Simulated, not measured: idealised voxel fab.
process module | voxel transistor to metal
cross-section cut | 285 nm wide | cells 5 nm
A cross-section is a grid of square cells, given in bands from the top down. A band is one or more rows of cells.
Each band's line starts with the height of the band's top and of its bottom, in nm. Then come its materials from left to right, each with its width in nm. One material with "throughout" fills the band from edge to edge. "air" is empty space.
Height 0 is the level under which the wafer as received is all one material. The lowest band goes on downwards, as in "0 down".
A width such as "30 to 40" changes by the same amount from each row of cells to the next, from the band's top row to its bottom row.
"no change" after a step means that no cell of the cross-section changed.
closed voids: empty space of 8 cells or more with no open way to the top, each as width x height at its distance from the left edge, in nm
after a step's settings: what the simulator itself notes on the step
overlay nm, on a step with a mask: how far to the right of its planned place the mask lay; to the left if negative
Each pair below shows a cross-section before one step and the cross-section after it, down to the lowest band that changed. The line under each pair gives the step between them, with its settings. The pairs can come from different runs of this module on the same starting wafer, so a pair continues from the pair above only where its "before" says so.
before
  0 down: Si throughout
  closed voids: none
after
  0 to -5: SiO2 throughout
  below -5: unchanged
  closed voids: none
the step between: op OXIDIZE | depth nm 5
before: the cross-section after the pair above
after
  10 to 0: SiN throughout
  below 0: unchanged
  closed voids: none
the step between: op CONFORMAL_DEP | material SiN | thk nm 10
before: the cross-section after the pair above
after
  25 to 10: air 15 | resist 115 | air 20 | resist 115 | air 20
  below 10: unchanged
  closed voids: none
the step between: op PATTERN | tone cover | mask id ACTIVE | material resist | width nm 115 | pitch nm 135 | thk nm 15 | overlay nm 0
before: the cross-section after the pair above
after
  25 to 10: air 15 | resist 115 | air 20 | resist 115 | air 20
  10 to 0: air 15 | SiN 115 | air 20 | SiN 115 | air 20
  below 0: unchanged
  closed voids: none
the step between: op DIRECTIONAL_ETCH | etch materials SiN | depth nm 10
before: the cross-section after the pair above
after
  25 to 10: air 15 | resist 115 | air 20 | resist 115 | air 20
  10 to 0: air 15 | SiN 115 | air 20 | SiN 115 | air 20
  0 to -5: air 15 | SiO2 115 | air 20 | SiO2 115 | air 20
  below -5: unchanged
  closed voids: none
the step between: op DIRECTIONAL_ETCH | etch materials SiO2 | depth nm 5
before: the cross-section after the pair above
after
  25 to 10: air 15 | resist 115 | air 20 | resist 115 | air 20
  10 to 0: air 15 | SiN 115 | air 20 | SiN 115 | air 20
  0 to -5: air 15 | SiO2 115 | air 20 | SiO2 115 | air 20
  -5 to -25: air 15 | Si 115 | air 20 | Si 115 | air 20
  below -25: unchanged
  closed voids: none
the step between: op DIRECTIONAL_ETCH | etch materials Si | depth nm 20
before: the cross-section after the pair above
after
  10 to 0: air 15 | SiN 115 | air 20 | SiN 115 | air 20
  below 0: unchanged
  closed voids: none
the step between: op STRIP | etch materials resist
before: the cross-section after the pair above
after
  25 to 10: SiO2 throughout
  10 to 0: SiO2 15 | SiN 115 | SiO2 20 | SiN 115 | SiO2 20
  0 to -5: SiO2 throughout
  -5 to -25: SiO2 15 | Si 115 | SiO2 20 | Si 115 | SiO2 20
  below -25: unchanged
  closed voids: none
the step between: op FILL_DEP | material SiO2 | thk nm 15
before: the cross-section after the pair above
after
  10 to 0: SiO2 15 | SiN 115 | SiO2 20 | SiN 115 | SiO2 20
  below 0: unchanged
  closed voids: none
the step between: op CMP | height nm 10
before: the cross-section after the pair above
after
  10 to 0: air 15 | SiN 115 | air 20 | SiN 115 | air 20
  below 0: unchanged
  closed voids: none
the step between: op SELECTIVE_ETCH | etch materials SiO2 | depth nm 10
before: the cross-section after the pair above
after
  0 to -5: SiO2 throughout
  below -5: unchanged
  closed voids: none
the step between: op STRIP | etch materials SiN
before: the cross-section after the pair above
after
  -5 to -25: SiO2 15 | Si 115 | SiO2 20 | Si 115 | SiO2 20
  below -25: unchanged
  closed voids: none
the step between: op SELECTIVE_ETCH | etch materials SiO2 | depth nm 5
before: the cross-section after the pair above
after
  -5 to -10: SiO2 throughout
  below -10: unchanged
  closed voids: none
the step between: op OXIDIZE | depth nm 5
before: the cross-section after the pair above
after
  20 to -5: polySi throughout
  below -5: unchanged
  closed voids: none
the step between: op DIRECTIONAL_DEP | material polySi | thk nm 25
before: the cross-section after the pair above
after
  30 to 20: SiCN throughout
  below 20: unchanged
  closed voids: none
the step between: op DIRECTIONAL_DEP | material SiCN | thk nm 10
before: the cross-section after the pair above
after
  30 to 20: air 65 | SiCN 15 | air 120 | SiCN 15 | air 70
  below 20: unchanged
  closed voids: none
the step between: op MASKED_ETCH | tone cover | mask id GATE | width nm 15 | pitch nm 135 | etch materials SiCN | depth nm 20 | overlay nm 0
before: the cross-section after the pair above
after
  30 to 20: air 65 | SiCN 15 | air 120 | SiCN 15 | air 70
  20 to -5: air 65 | polySi 15 | air 120 | polySi 15 | air 70
  below -5: unchanged
  closed voids: none
the step between: op MASKED_ETCH | tone cover | mask id GATE | width nm 15 | pitch nm 135 | etch materials polySi | depth nm 35 | overlay nm 0
before: the cross-section after the pair above
after
  35 to 30: air 60 | SiN 25 | air 110 | SiN 25 | air 65
  30 to 20: air 60 | SiN 5 | SiCN 15 | SiN 5 | air 110 | SiN 5 | SiCN 15 | SiN 5 | air 65
  20 to 0: air 60 | SiN 5 | polySi 15 | SiN 5 | air 110 | SiN 5 | polySi 15 | SiN 5 | air 65
  0 to -5: SiN 65 | polySi 15 | SiN 120 | polySi 15 | SiN 70
  below -5: unchanged
  closed voids: none
the step between: op CONFORMAL_DEP | material SiN | thk nm 5
before: the cross-section after the pair above
after
  30 to 20: air 60 | SiN 5 | SiCN 15 | SiN 5 | air 110 | SiN 5 | SiCN 15 | SiN 5 | air 65
  20 to -5: air 60 | SiN 5 | polySi 15 | SiN 5 | air 110 | SiN 5 | polySi 15 | SiN 5 | air 65
  below -5: unchanged
  closed voids: none
the step between: op DIRECTIONAL_ETCH | etch materials SiN | depth nm 5
before: the cross-section after the pair above
after
  30 to 20: air 60 | SiN 5 | SiCN 15 | SiN 5 | air 110 | SiN 5 | SiCN 15 | SiN 5 | air 65
  20 to -5: air 60 | SiN 5 | polySi 15 | SiN 5 | air 110 | SiN 5 | polySi 15 | SiN 5 | air 65
  -5 to -10: air 60 | SiO2 25 | air 110 | SiO2 25 | air 65
  below -10: unchanged
  closed voids: none
the step between: op DIRECTIONAL_ETCH | etch materials SiO2 | depth nm 5
before: the cross-section after the pair above
after
  30 to 20: air 60 | SiN 5 | SiCN 15 | SiN 5 | air 110 | SiN 5 | SiCN 15 | SiN 5 | air 65
  20 to -5: air 60 | SiN 5 | polySi 15 | SiN 5 | air 110 | SiN 5 | polySi 15 | SiN 5 | air 65
  -5 to -10: air 10 | nSi 50 | SiO2 25 | nSi 50 | air 10 | nSi 50 | SiO2 25 | nSi 50 | air 15
  below -10: unchanged
  closed voids: none
the step between: op EPI | material nSi | thk nm 5
before: the cross-section after the pair above
after
  35 to 30: SiO2 throughout
  30 to 20: SiO2 60 | SiN 5 | SiCN 15 | SiN 5 | SiO2 110 | SiN 5 | SiCN 15 | SiN 5 | SiO2 65
  20 to -5: SiO2 60 | SiN 5 | polySi 15 | SiN 5 | SiO2 110 | SiN 5 | polySi 15 | SiN 5 | SiO2 65
  -5 to -10: SiO2 10 | nSi 50 | SiO2 25 | nSi 50 | SiO2 10 | nSi 50 | SiO2 25 | nSi 50 | SiO2 15
  below -10: unchanged
  closed voids: none
the step between: op FILL_DEP | material SiO2 | thk nm 5
before: the cross-section after the pair above
after
  30 to 20: SiO2 60 | SiN 5 | SiCN 15 | SiN 5 | SiO2 110 | SiN 5 | SiCN 15 | SiN 5 | SiO2 65
  below 20: unchanged
  closed voids: none
the step between: op CMP | height nm 30
before: the cross-section after the pair above
after
  45 to 30: SiO2 throughout
  below 30: unchanged
  closed voids: none
the step between: op DIRECTIONAL_DEP | material SiO2 | thk nm 15
before: the cross-section after the pair above
after
  45 to 30: SiO2 25 | air 20 | SiO2 55 | air 20 | SiO2 40 | air 20 | SiO2 55 | air 20 | SiO2 30
  30 to 20: SiO2 25 | air 20 | SiO2 15 | SiN 5 | SiCN 15 | SiN 5 | SiO2 15 | air 20 | SiO2 40 | air 20 | SiO2 15 | SiN 5 | SiCN 15 | SiN 5 | SiO2 15 | air 20 | SiO2 30
  20 to -5: SiO2 25 | air 20 | SiO2 15 | SiN 5 | polySi 15 | SiN 5 | SiO2 15 | air 20 | SiO2 40 | air 20 | SiO2 15 | SiN 5 | polySi 15 | SiN 5 | SiO2 15 | air 20 | SiO2 30
  below -5: unchanged
  closed voids: none
the step between: op MASKED_ETCH | tone open | mask id CONTACT | width nm 20 | etch materials SiO2 | depth nm 50 | overlay nm 0
before: the cross-section after the pair above
after
  50 to 45: TiN 30 | air 10 | TiN 65 | air 10 | TiN 50 | air 10 | TiN 65 | air 10 | TiN 35
  45 to 30: SiO2 25 | TiN 5 | air 10 | TiN 5 | SiO2 55 | TiN 5 | air 10 | TiN 5 | SiO2 40 | TiN 5 | air 10 | TiN 5 | SiO2 55 | TiN 5 | air 10 | TiN 5 | SiO2 30
  30 to 20: SiO2 25 | TiN 5 | air 10 | TiN 5 | SiO2 15 | SiN 5 | SiCN 15 | SiN 5 | SiO2 15 | TiN 5 | air 10 | TiN 5 | SiO2 40 | TiN 5 | air 10 | TiN 5 | SiO2 15 | SiN 5 | SiCN 15 | SiN 5 | SiO2 15 | TiN 5 | air 10 | TiN 5 | SiO2 30
  20 to 0: SiO2 25 | TiN 5 | air 10 | TiN 5 | SiO2 15 | SiN 5 | polySi 15 | SiN 5 | SiO2 15 | TiN 5 | air 10 | TiN 5 | SiO2 40 | TiN 5 | air 10 | TiN 5 | SiO2 15 | SiN 5 | polySi 15 | SiN 5 | SiO2 15 | TiN 5 | air 10 | TiN 5 | SiO2 30
  0 to -5: SiO2 25 | TiN 20 | SiO2 15 | SiN 5 | polySi 15 | SiN 5 | SiO2 15 | TiN 20 | SiO2 40 | TiN 20 | SiO2 15 | SiN 5 | polySi 15 | SiN 5 | SiO2 15 | TiN 20 | SiO2 30
  below -5: unchanged
  closed voids: none
the step between: op CONFORMAL_DEP | material TiN | thk nm 5
before: the cross-section after the pair above
after
  55 to 50: W throughout
  50 to 45: TiN 30 | W 10 | TiN 65 | W 10 | TiN 50 | W 10 | TiN 65 | W 10 | TiN 35
  45 to 30: SiO2 25 | TiN 5 | W 10 | TiN 5 | SiO2 55 | TiN 5 | W 10 | TiN 5 | SiO2 40 | TiN 5 | W 10 | TiN 5 | SiO2 55 | TiN 5 | W 10 | TiN 5 | SiO2 30
  30 to 20: SiO2 25 | TiN 5 | W 10 | TiN 5 | SiO2 15 | SiN 5 | SiCN 15 | SiN 5 | SiO2 15 | TiN 5 | W 10 | TiN 5 | SiO2 40 | TiN 5 | W 10 | TiN 5 | SiO2 15 | SiN 5 | SiCN 15 | SiN 5 | SiO2 15 | TiN 5 | W 10 | TiN 5 | SiO2 30
  20 to 0: SiO2 25 | TiN 5 | W 10 | TiN 5 | SiO2 15 | SiN 5 | polySi 15 | SiN 5 | SiO2 15 | TiN 5 | W 10 | TiN 5 | SiO2 40 | TiN 5 | W 10 | TiN 5 | SiO2 15 | SiN 5 | polySi 15 | SiN 5 | SiO2 15 | TiN 5 | W 10 | TiN 5 | SiO2 30
  below 0: unchanged
  closed voids: none
the step between: op FILL_DEP | material W | thk nm 5
before: the cross-section after the pair above
after
  45 to 30: SiO2 25 | TiN 5 | W 10 | TiN 5 | SiO2 55 | TiN 5 | W 10 | TiN 5 | SiO2 40 | TiN 5 | W 10 | TiN 5 | SiO2 55 | TiN 5 | W 10 | TiN 5 | SiO2 30
  below 30: unchanged
  closed voids: none
the step between: op CMP | height nm 45
before: the cross-section after the pair above
after
  50 to 45: SiCN throughout
  below 45: unchanged
  closed voids: none
the step between: op CONFORMAL_DEP | material SiCN | thk nm 5
before: the cross-section after the pair above
after
  75 to 50: SiO2 throughout
  below 50: unchanged
  closed voids: none
the step between: op DIRECTIONAL_DEP | material SiO2 | thk nm 25
before: the cross-section after the pair above
after
  95 to 75: resist 25 | air 20 | resist 55 | air 20 | resist 40 | air 20 | resist 55 | air 20 | resist 30
  below 75: unchanged
  closed voids: none
the step between: op PATTERN | tone open | mask id METAL_1 | material resist | width nm 20 | thk nm 20 | overlay nm 0
before: the cross-section after the pair above
after
  95 to 75: resist 25 | air 20 | resist 55 | air 20 | resist 40 | air 20 | resist 55 | air 20 | resist 30
  75 to 50: SiO2 25 | air 20 | SiO2 55 | air 20 | SiO2 40 | air 20 | SiO2 55 | air 20 | SiO2 30
  below 50: unchanged
  closed voids: none
the step between: op DIRECTIONAL_ETCH | etch materials SiO2 | depth nm 25
before: the cross-section after the pair above
after
  95 to 75: resist 25 | air 20 | resist 55 | air 20 | resist 40 | air 20 | resist 55 | air 20 | resist 30
  75 to 50: SiO2 25 | air 20 | SiO2 55 | air 20 | SiO2 40 | air 20 | SiO2 55 | air 20 | SiO2 30
  50 to 45: SiCN 25 | air 20 | SiCN 55 | air 20 | SiCN 40 | air 20 | SiCN 55 | air 20 | SiCN 30
  below 45: unchanged
  closed voids: none
the step between: op DIRECTIONAL_ETCH | etch materials SiCN | depth nm 5
before: the cross-section after the pair above
after
  75 to 50: SiO2 25 | air 20 | SiO2 55 | air 20 | SiO2 40 | air 20 | SiO2 55 | air 20 | SiO2 30
  below 50: unchanged
  closed voids: none
the step between: op STRIP | etch materials resist
before: the cross-section after the pair above
after
  80 to 75: TiN 30 | air 10 | TiN 65 | air 10 | TiN 50 | air 10 | TiN 65 | air 10 | TiN 35
  75 to 50: SiO2 25 | TiN 5 | air 10 | TiN 5 | SiO2 55 | TiN 5 | air 10 | TiN 5 | SiO2 40 | TiN 5 | air 10 | TiN 5 | SiO2 55 | TiN 5 | air 10 | TiN 5 | SiO2 30
  50 to 45: SiCN 25 | TiN 20 | SiCN 55 | TiN 20 | SiCN 40 | TiN 20 | SiCN 55 | TiN 20 | SiCN 30
  below 45: unchanged
  closed voids: none
the step between: op CONFORMAL_DEP | material TiN | thk nm 5
before: the cross-section after the pair above
after
  90 to 80: Cu throughout
  80 to 75: TiN 30 | Cu 10 | TiN 65 | Cu 10 | TiN 50 | Cu 10 | TiN 65 | Cu 10 | TiN 35
  75 to 50: SiO2 25 | TiN 5 | Cu 10 | TiN 5 | SiO2 55 | TiN 5 | Cu 10 | TiN 5 | SiO2 40 | TiN 5 | Cu 10 | TiN 5 | SiO2 55 | TiN 5 | Cu 10 | TiN 5 | SiO2 30
  below 50: unchanged
  closed voids: none
the step between: op FILL_DEP | material Cu | thk nm 10
before: the cross-section after the pair above
after
  75 to 50: SiO2 25 | TiN 5 | Cu 10 | TiN 5 | SiO2 55 | TiN 5 | Cu 10 | TiN 5 | SiO2 40 | TiN 5 | Cu 10 | TiN 5 | SiO2 55 | TiN 5 | Cu 10 | TiN 5 | SiO2 30
  below 50: unchanged
  closed voids: none
the step between: op CMP | height nm 75
before: the cross-section after the pair above
after
  80 to 75: SiCN throughout
  below 75: unchanged
  closed voids: none
the step between: op CONFORMAL_DEP | material SiCN | thk nm 5
before
  25 to 10: SiO2 throughout
  10 to 0: SiO2 15 | SiN 115 | SiO2 20 | SiN 115 | SiO2 20
  0 to -5: SiO2 throughout
  -5 to -25: SiO2 15 | Si 115 | SiO2 20 | Si 115 | SiO2 20
  -25 down: Si throughout
  closed voids: none
after
  15 to 10: SiO2 throughout
  below 10: unchanged
  closed voids: none
the step between: op SELECTIVE_ETCH | etch materials SiO2 | depth nm 10
before: the cross-section after the pair above
after
  10 to 0: SiO2 15 | SiN 115 | SiO2 20 | SiN 115 | SiO2 20
  below 0: unchanged
  closed voids: none
the step between: op SELECTIVE_ETCH | etch materials SiO2 | depth nm 5
before: the cross-section after the pair above
after
  35 to 10: polySi throughout
  below 10: unchanged
  closed voids: none
the step between: op DIRECTIONAL_DEP | material polySi | thk nm 25
before: the cross-section after the pair above
after
  45 to 35: SiCN throughout
  below 35: unchanged
  closed voids: none
the step between: op DIRECTIONAL_DEP | material SiCN | thk nm 10
before: the cross-section after the pair above
after
  45 to 35: air 65 | SiCN 15 | air 120 | SiCN 15 | air 70
  below 35: unchanged
  closed voids: none
the step between: op MASKED_ETCH | tone cover | mask id GATE | width nm 15 | pitch nm 135 | etch materials SiCN | depth nm 20 | overlay nm 0
before: the cross-section after the pair above
after
  45 to 35: air 65 | SiCN 15 | air 120 | SiCN 15 | air 70
  35 to 10: air 65 | polySi 15 | air 120 | polySi 15 | air 70
  below 10: unchanged
  closed voids: none
the step between: op MASKED_ETCH | tone cover | mask id GATE | width nm 15 | pitch nm 135 | etch materials polySi | depth nm 35 | overlay nm 0
before: the cross-section after the pair above
after
  50 to 45: air 60 | SiN 25 | air 110 | SiN 25 | air 65
  45 to 35: air 60 | SiN 5 | SiCN 15 | SiN 5 | air 110 | SiN 5 | SiCN 15 | SiN 5 | air 65
  35 to 15: air 60 | SiN 5 | polySi 15 | SiN 5 | air 110 | SiN 5 | polySi 15 | SiN 5 | air 65
  15 to 10: SiN 65 | polySi 15 | SiN 120 | polySi 15 | SiN 70
  below 10: unchanged
  closed voids: none
the step between: op CONFORMAL_DEP | material SiN | thk nm 5
before: the cross-section after the pair above
after
  45 to 35: air 60 | SiN 5 | SiCN 15 | SiN 5 | air 110 | SiN 5 | SiCN 15 | SiN 5 | air 65
  35 to 10: air 60 | SiN 5 | polySi 15 | SiN 5 | air 110 | SiN 5 | polySi 15 | SiN 5 | air 65
  below 10: unchanged
  closed voids: none
the step between: op DIRECTIONAL_ETCH | etch materials SiN | depth nm 5
before: the cross-section after the pair above
after
  45 to 35: air 60 | SiN 5 | SiCN 15 | SiN 5 | air 110 | SiN 5 | SiCN 15 | SiN 5 | air 65
  35 to 10: air 60 | SiN 5 | polySi 15 | SiN 5 | air 110 | SiN 5 | polySi 15 | SiN 5 | air 65
  10 to 5: air 15 | SiN 115 | air 20 | SiN 115 | air 20
  below 5: unchanged
  closed voids: none
the step between: op DIRECTIONAL_ETCH | etch materials SiO2 | depth nm 5
before: the cross-section after the pair above
after
  50 to 45: SiO2 throughout
  45 to 35: SiO2 60 | SiN 5 | SiCN 15 | SiN 5 | SiO2 110 | SiN 5 | SiCN 15 | SiN 5 | SiO2 65
  35 to 10: SiO2 60 | SiN 5 | polySi 15 | SiN 5 | SiO2 110 | SiN 5 | polySi 15 | SiN 5 | SiO2 65
  10 to 0: SiO2 15 | SiN 115 | SiO2 20 | SiN 115 | SiO2 20
  below 0: unchanged
  closed voids: none
the step between: op FILL_DEP | material SiO2 | thk nm 5
before: the cross-section after the pair above
after
  30 to 10: SiO2 60 | SiN 5 | polySi 15 | SiN 5 | SiO2 110 | SiN 5 | polySi 15 | SiN 5 | SiO2 65
  below 10: unchanged
  closed voids: none
the step between: op CMP | height nm 30
before: the cross-section after the pair above
after
  45 to 30: SiO2 throughout
  below 30: unchanged
  closed voids: none
the step between: op DIRECTIONAL_DEP | material SiO2 | thk nm 15
before: the cross-section after the pair above
after
  45 to 30: SiO2 25 | air 20 | SiO2 55 | air 20 | SiO2 40 | air 20 | SiO2 55 | air 20 | SiO2 30
  30 to 10: SiO2 25 | air 20 | SiO2 15 | SiN 5 | polySi 15 | SiN 5 | SiO2 15 | air 20 | SiO2 40 | air 20 | SiO2 15 | SiN 5 | polySi 15 | SiN 5 | SiO2 15 | air 20 | SiO2 30
  below 10: unchanged
  closed voids: none
the step between: op MASKED_ETCH | tone open | mask id CONTACT | width nm 20 | etch materials SiO2 | depth nm 50 | overlay nm 0
before: the cross-section after the pair above
after
  50 to 45: TiN 30 | air 10 | TiN 65 | air 10 | TiN 50 | air 10 | TiN 65 | air 10 | TiN 35
  45 to 30: SiO2 25 | TiN 5 | air 10 | TiN 5 | SiO2 55 | TiN 5 | air 10 | TiN 5 | SiO2 40 | TiN 5 | air 10 | TiN 5 | SiO2 55 | TiN 5 | air 10 | TiN 5 | SiO2 30
  30 to 15: SiO2 25 | TiN 5 | air 10 | TiN 5 | SiO2 15 | SiN 5 | polySi 15 | SiN 5 | SiO2 15 | TiN 5 | air 10 | TiN 5 | SiO2 40 | TiN 5 | air 10 | TiN 5 | SiO2 15 | SiN 5 | polySi 15 | SiN 5 | SiO2 15 | TiN 5 | air 10 | TiN 5 | SiO2 30
  15 to 10: SiO2 25 | TiN 20 | SiO2 15 | SiN 5 | polySi 15 | SiN 5 | SiO2 15 | TiN 20 | SiO2 40 | TiN 20 | SiO2 15 | SiN 5 | polySi 15 | SiN 5 | SiO2 15 | TiN 20 | SiO2 30
  below 10: unchanged
  closed voids: none
the step between: op CONFORMAL_DEP | material TiN | thk nm 5
before: the cross-section after the pair above
after
  55 to 50: W throughout
  50 to 45: TiN 30 | W 10 | TiN 65 | W 10 | TiN 50 | W 10 | TiN 65 | W 10 | TiN 35
  45 to 30: SiO2 25 | TiN 5 | W 10 | TiN 5 | SiO2 55 | TiN 5 | W 10 | TiN 5 | SiO2 40 | TiN 5 | W 10 | TiN 5 | SiO2 55 | TiN 5 | W 10 | TiN 5 | SiO2 30
  30 to 15: SiO2 25 | TiN 5 | W 10 | TiN 5 | SiO2 15 | SiN 5 | polySi 15 | SiN 5 | SiO2 15 | TiN 5 | W 10 | TiN 5 | SiO2 40 | TiN 5 | W 10 | TiN 5 | SiO2 15 | SiN 5 | polySi 15 | SiN 5 | SiO2 15 | TiN 5 | W 10 | TiN 5 | SiO2 30
  below 15: unchanged
  closed voids: none
the step between: op FILL_DEP | material W | thk nm 5
before: the cross-section after the pair above
after
  45 to 30: SiO2 25 | TiN 5 | W 10 | TiN 5 | SiO2 55 | TiN 5 | W 10 | TiN 5 | SiO2 40 | TiN 5 | W 10 | TiN 5 | SiO2 55 | TiN 5 | W 10 | TiN 5 | SiO2 30
  below 30: unchanged
  closed voids: none
the step between: op CMP | height nm 45
before: the cross-section after the pair above
after
  50 to 45: SiCN throughout
  below 45: unchanged
  closed voids: none
the step between: op CONFORMAL_DEP | material SiCN | thk nm 5
before: the cross-section after the pair above
after
  75 to 50: SiO2 throughout
  below 50: unchanged
  closed voids: none
the step between: op DIRECTIONAL_DEP | material SiO2 | thk nm 25
before: the cross-section after the pair above
after
  95 to 75: resist 25 | air 20 | resist 55 | air 20 | resist 40 | air 20 | resist 55 | air 20 | resist 30
  below 75: unchanged
  closed voids: none
the step between: op PATTERN | tone open | mask id METAL_1 | material resist | width nm 20 | thk nm 20 | overlay nm 0
before: the cross-section after the pair above
after
  95 to 75: resist 25 | air 20 | resist 55 | air 20 | resist 40 | air 20 | resist 55 | air 20 | resist 30
  75 to 50: SiO2 25 | air 20 | SiO2 55 | air 20 | SiO2 40 | air 20 | SiO2 55 | air 20 | SiO2 30
  below 50: unchanged
  closed voids: none
the step between: op DIRECTIONAL_ETCH | etch materials SiO2 | depth nm 25
before: the cross-section after the pair above
after
  95 to 75: resist 25 | air 20 | resist 55 | air 20 | resist 40 | air 20 | resist 55 | air 20 | resist 30
  75 to 50: SiO2 25 | air 20 | SiO2 55 | air 20 | SiO2 40 | air 20 | SiO2 55 | air 20 | SiO2 30
  50 to 45: SiCN 25 | air 20 | SiCN 55 | air 20 | SiCN 40 | air 20 | SiCN 55 | air 20 | SiCN 30
  below 45: unchanged
  closed voids: none
the step between: op DIRECTIONAL_ETCH | etch materials SiCN | depth nm 5
before: the cross-section after the pair above
after
  75 to 50: SiO2 25 | air 20 | SiO2 55 | air 20 | SiO2 40 | air 20 | SiO2 55 | air 20 | SiO2 30
  below 50: unchanged
  closed voids: none
the step between: op STRIP | etch materials resist
before: the cross-section after the pair above
after
  80 to 75: TiN 30 | air 10 | TiN 65 | air 10 | TiN 50 | air 10 | TiN 65 | air 10 | TiN 35
  75 to 50: SiO2 25 | TiN 5 | air 10 | TiN 5 | SiO2 55 | TiN 5 | air 10 | TiN 5 | SiO2 40 | TiN 5 | air 10 | TiN 5 | SiO2 55 | TiN 5 | air 10 | TiN 5 | SiO2 30
  50 to 45: SiCN 25 | TiN 20 | SiCN 55 | TiN 20 | SiCN 40 | TiN 20 | SiCN 55 | TiN 20 | SiCN 30
  below 45: unchanged
  closed voids: none
the step between: op CONFORMAL_DEP | material TiN | thk nm 5
before: the cross-section after the pair above
after
  90 to 80: Cu throughout
  80 to 75: TiN 30 | Cu 10 | TiN 65 | Cu 10 | TiN 50 | Cu 10 | TiN 65 | Cu 10 | TiN 35
  75 to 50: SiO2 25 | TiN 5 | Cu 10 | TiN 5 | SiO2 55 | TiN 5 | Cu 10 | TiN 5 | SiO2 40 | TiN 5 | Cu 10 | TiN 5 | SiO2 55 | TiN 5 | Cu 10 | TiN 5 | SiO2 30
  below 50: unchanged
  closed voids: none
the step between: op FILL_DEP | material Cu | thk nm 10
before: the cross-section after the pair above
after
  75 to 50: SiO2 25 | TiN 5 | Cu 10 | TiN 5 | SiO2 55 | TiN 5 | Cu 10 | TiN 5 | SiO2 40 | TiN 5 | Cu 10 | TiN 5 | SiO2 55 | TiN 5 | Cu 10 | TiN 5 | SiO2 30
  below 50: unchanged
  closed voids: none
the step between: op CMP | height nm 75
before: the cross-section after the pair above
after
  80 to 75: SiCN throughout
  below 75: unchanged
  closed voids: none
the step between: op CONFORMAL_DEP | material SiCN | thk nm 5
before
  25 to 10: air 15 | resist 115 | air 20 | resist 115 | air 20
  10 to 0: air 15 | SiN 115 | air 20 | SiN 115 | air 20
  0 to -5: air 15 | SiO2 115 | air 20 | SiO2 115 | air 20
  -5 to -25: air 15 | Si 115 | air 20 | Si 115 | air 20
  -25 down: Si throughout
  closed voids: none
after
  25 to 10: air 15 | resist 115 | air 20 | resist 115 | air 20
  10 to 0: air 15 | SiN 115 | air 20 | SiN 115 | air 20
  0 to -5: air 15 | SiO2 115 | air 20 | SiO2 115 | air 20
  -5 to -45: air 15 | Si 115 | air 20 | Si 115 | air 20
  below -45: unchanged
  closed voids: none
the step between: op DIRECTIONAL_ETCH | etch materials Si | depth nm 20
before: the cross-section after the pair above
after
  10 to 0: air 15 | SiN 115 | air 20 | SiN 115 | air 20
  below 0: unchanged
  closed voids: none
the step between: op STRIP | etch materials resist
before: the cross-section after the pair above
after
  25 to 10: SiO2 throughout
  10 to 0: SiO2 15 | SiN 115 | SiO2 20 | SiN 115 | SiO2 20
  0 to -5: SiO2 throughout
  -5 to -45: SiO2 15 | Si 115 | SiO2 20 | Si 115 | SiO2 20
  below -45: unchanged
  closed voids: none
the step between: op FILL_DEP | material SiO2 | thk nm 15
before: the cross-section after the pair above
after
  10 to 0: SiO2 15 | SiN 115 | SiO2 20 | SiN 115 | SiO2 20
  below 0: unchanged
  closed voids: none
the step between: op CMP | height nm 10
before: the cross-section after the pair above
after
  10 to 0: air 15 | SiN 115 | air 20 | SiN 115 | air 20
  below 0: unchanged
  closed voids: none
the step between: op SELECTIVE_ETCH | etch materials SiO2 | depth nm 10
before: the cross-section after the pair above
after
  0 to -5: SiO2 throughout
  below -5: unchanged
  closed voids: none
the step between: op STRIP | etch materials SiN
before: the cross-section after the pair above
after
  -5 to -45: SiO2 15 | Si 115 | SiO2 20 | Si 115 | SiO2 20
  below -45: unchanged
  closed voids: none
the step between: op SELECTIVE_ETCH | etch materials SiO2 | depth nm 5
before: the cross-section after the pair above
after
  -5 to -10: SiO2 throughout
  below -10: unchanged
  closed voids: none
the step between: op OXIDIZE | depth nm 5
before: the cross-section after the pair above
after
  20 to -5: polySi throughout
  below -5: unchanged
  closed voids: none
the step between: op DIRECTIONAL_DEP | material polySi | thk nm 25
before: the cross-section after the pair above
after
  30 to 20: SiCN throughout
  below 20: unchanged
  closed voids: none
the step between: op DIRECTIONAL_DEP | material SiCN | thk nm 10
before: the cross-section after the pair above
after
  30 to 20: air 65 | SiCN 15 | air 120 | SiCN 15 | air 70
  below 20: unchanged
  closed voids: none
the step between: op MASKED_ETCH | tone cover | mask id GATE | width nm 15 | pitch nm 135 | etch materials SiCN | depth nm 20 | overlay nm 0
before: the cross-section after the pair above
after
  30 to 20: air 65 | SiCN 15 | air 120 | SiCN 15 | air 70
  20 to -5: air 65 | polySi 15 | air 120 | polySi 15 | air 70
  below -5: unchanged
  closed voids: none
the step between: op MASKED_ETCH | tone cover | mask id GATE | width nm 15 | pitch nm 135 | etch materials polySi | depth nm 35 | overlay nm 0
before: the cross-section after the pair above
after
  35 to 30: air 60 | SiN 25 | air 110 | SiN 25 | air 65
  30 to 20: air 60 | SiN 5 | SiCN 15 | SiN 5 | air 110 | SiN 5 | SiCN 15 | SiN 5 | air 65
  20 to 0: air 60 | SiN 5 | polySi 15 | SiN 5 | air 110 | SiN 5 | polySi 15 | SiN 5 | air 65
  0 to -5: SiN 65 | polySi 15 | SiN 120 | polySi 15 | SiN 70
  below -5: unchanged
  closed voids: none
the step between: op CONFORMAL_DEP | material SiN | thk nm 5
before: the cross-section after the pair above
after
  30 to 20: air 60 | SiN 5 | SiCN 15 | SiN 5 | air 110 | SiN 5 | SiCN 15 | SiN 5 | air 65
  20 to -5: air 60 | SiN 5 | polySi 15 | SiN 5 | air 110 | SiN 5 | polySi 15 | SiN 5 | air 65
  below -5: unchanged
  closed voids: none
the step between: op DIRECTIONAL_ETCH | etch materials SiN | depth nm 5
before: the cross-section after the pair above
after
  30 to 20: air 60 | SiN 5 | SiCN 15 | SiN 5 | air 110 | SiN 5 | SiCN 15 | SiN 5 | air 65
  20 to -5: air 60 | SiN 5 | polySi 15 | SiN 5 | air 110 | SiN 5 | polySi 15 | SiN 5 | air 65
  -5 to -10: air 60 | SiO2 25 | air 110 | SiO2 25 | air 65
  below -10: unchanged
  closed voids: none
the step between: op DIRECTIONAL_ETCH | etch materials SiO2 | depth nm 5
before: the cross-section after the pair above
after
  30 to 20: air 60 | SiN 5 | SiCN 15 | SiN 5 | air 110 | SiN 5 | SiCN 15 | SiN 5 | air 65
  20 to -5: air 60 | SiN 5 | polySi 15 | SiN 5 | air 110 | SiN 5 | polySi 15 | SiN 5 | air 65
  -5 to -10: air 10 | nSi 50 | SiO2 25 | nSi 50 | air 10 | nSi 50 | SiO2 25 | nSi 50 | air 15
  below -10: unchanged
  closed voids: none
the step between: op EPI | material nSi | thk nm 5
